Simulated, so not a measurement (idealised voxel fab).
The process module presented herein is designated voxel trench capacitor.
Pictured: cross-section cut, 265 nm wide, on a grid of 5 nm square cells.
In this document a cross-section is written as a grid of square cells. It is given as a series of bands, listed from the top down, and a band is one or more rows of cells.
Quick guide to a band line: top height, bottom height (nm) up front; then every material left to right with its width in nm. Only one material and it's marked "all across"? Then it fills the band edge to edge. And "blank" just means empty space.
For the purposes of this specification, 0 denotes the height below which the wafer in its as-received condition is composed wholly of one material, and the lowermost band, lacking a lower limit, extends downward without end, as expressed in "z 0 and below".
Think of "30->40" as a width that walks from the first number to the second as you go down the band, top row to bottom row, taking equal-sized steps from row to row.
Where a step carries "nothing altered", the cross-section came out of it unchanged, cell for cell.
In the "Sealed-off cavities" entry, you get each enclosed empty space of 8 cells or more, one with no open way to the top, written width x height at distance, distance from the left edge, in nm.
On each step's line, the part that comes after the settings is the simulator's own comment on the step.
You can add "overlay nm" to a step's line. For a step with a mask, it describes how far the mask lay to the right of its planned position, and a negative number describes a lay to the left.

## The process steps that were planned are listed below
1) RECEIVE,material Si
2) CONFORMAL_DEP,material SiN,thk nm 5
3) DIRECTIONAL_DEP,material aC,thk nm 15
4) PATTERN,tone open,mask id TRENCH,material resist,width nm 25,pitch nm 55,thk nm 35,overlay nm 0
5) DIRECTIONAL_ETCH,etch materials aC,depth nm 15
6) STRIP,etch materials resist
7) DIRECTIONAL_ETCH,etch materials SiN,depth nm 5
8) DIRECTIONAL_ETCH,etch materials Si,depth nm 40
9) STRIP,etch materials aC
10) CONFORMAL_DEP,material HfO2,thk nm 5
11) CONFORMAL_DEP,material TiN,thk nm 5
12) FILL_DEP,material W,thk nm 5
13) CMP,height nm 5

## Cross-section of the wafer as it came to us, i.e., already through step 1
	z 0 and below: Si all across
	Sealed-off cavities: none

## First of two wafers: cross-section at end of module, run per plan
	z 5 to 0: SiN 35 nm | HfO2 5 nm | TiN 5 nm | W 5 nm | TiN 5 nm | HfO2 5 nm | SiN 30 nm | HfO2 5 nm | TiN 5 nm | W 5 nm | TiN 5 nm | HfO2 5 nm | SiN 30 nm | HfO2 5 nm | TiN 5 nm | W 5 nm | TiN 5 nm | HfO2 5 nm | SiN 30 nm | HfO2 5 nm | TiN 5 nm | W 5 nm | TiN 5 nm | HfO2 5 nm | SiN 40 nm
	z 0 to -30: Si 35 nm | HfO2 5 nm | TiN 5 nm | W 5 nm | TiN 5 nm | HfO2 5 nm | Si 30 nm | HfO2 5 nm | TiN 5 nm | W 5 nm | TiN 5 nm | HfO2 5 nm | Si 30 nm | HfO2 5 nm | TiN 5 nm | W 5 nm | TiN 5 nm | HfO2 5 nm | Si 30 nm | HfO2 5 nm | TiN 5 nm | W 5 nm | TiN 5 nm | HfO2 5 nm | Si 40 nm
	z -30 to -35: Si 35 nm | HfO2 5 nm | TiN 15 nm | HfO2 5 nm | Si 30 nm | HfO2 5 nm | TiN 15 nm | HfO2 5 nm | Si 30 nm | HfO2 5 nm | TiN 15 nm | HfO2 5 nm | Si 30 nm | HfO2 5 nm | TiN 15 nm | HfO2 5 nm | Si 40 nm
	z -35 to -40: Si 35 nm | HfO2 25 nm | Si 30 nm | HfO2 25 nm | Si 30 nm | HfO2 25 nm | Si 30 nm | HfO2 25 nm | Si 40 nm
	z -40 and below: Si all across
	Sealed-off cavities: none

## Second wafer through the module, sectioned at the end: same beginning and same plan as the first wafer, with one mistake in carrying it out
	z 5 to 0: SiN 35 nm | HfO2 10 nm | W 5 nm | HfO2 10 nm | SiN 30 nm | HfO2 10 nm | W 5 nm | HfO2 10 nm | SiN 30 nm | HfO2 10 nm | W 5 nm | HfO2 10 nm | SiN 30 nm | HfO2 10 nm | W 5 nm | HfO2 10 nm | SiN 40 nm
	z 0 to -30: Si 35 nm | HfO2 10 nm | W 5 nm | HfO2 10 nm | Si 30 nm | HfO2 10 nm | W 5 nm | HfO2 10 nm | Si 30 nm | HfO2 10 nm | W 5 nm | HfO2 10 nm | Si 30 nm | HfO2 10 nm | W 5 nm | HfO2 10 nm | Si 40 nm
	z -30 to -40: Si 35 nm | HfO2 25 nm | Si 30 nm | HfO2 25 nm | Si 30 nm | HfO2 25 nm | Si 30 nm | HfO2 25 nm | Si 40 nm
	z -40 and below: Si all across
	Sealed-off cavities: none
It is concluded that the wafer was processed incorrectly with respect to the plan, in that step 11 was processed under conditions differing from the plan, specifically as CONFORMAL_DEP,material HfO2,thk nm 5
Counted in cells at the end, the second wafer holds more or fewer of these materials than the first: 68 more of HfO2; 68 fewer of TiN
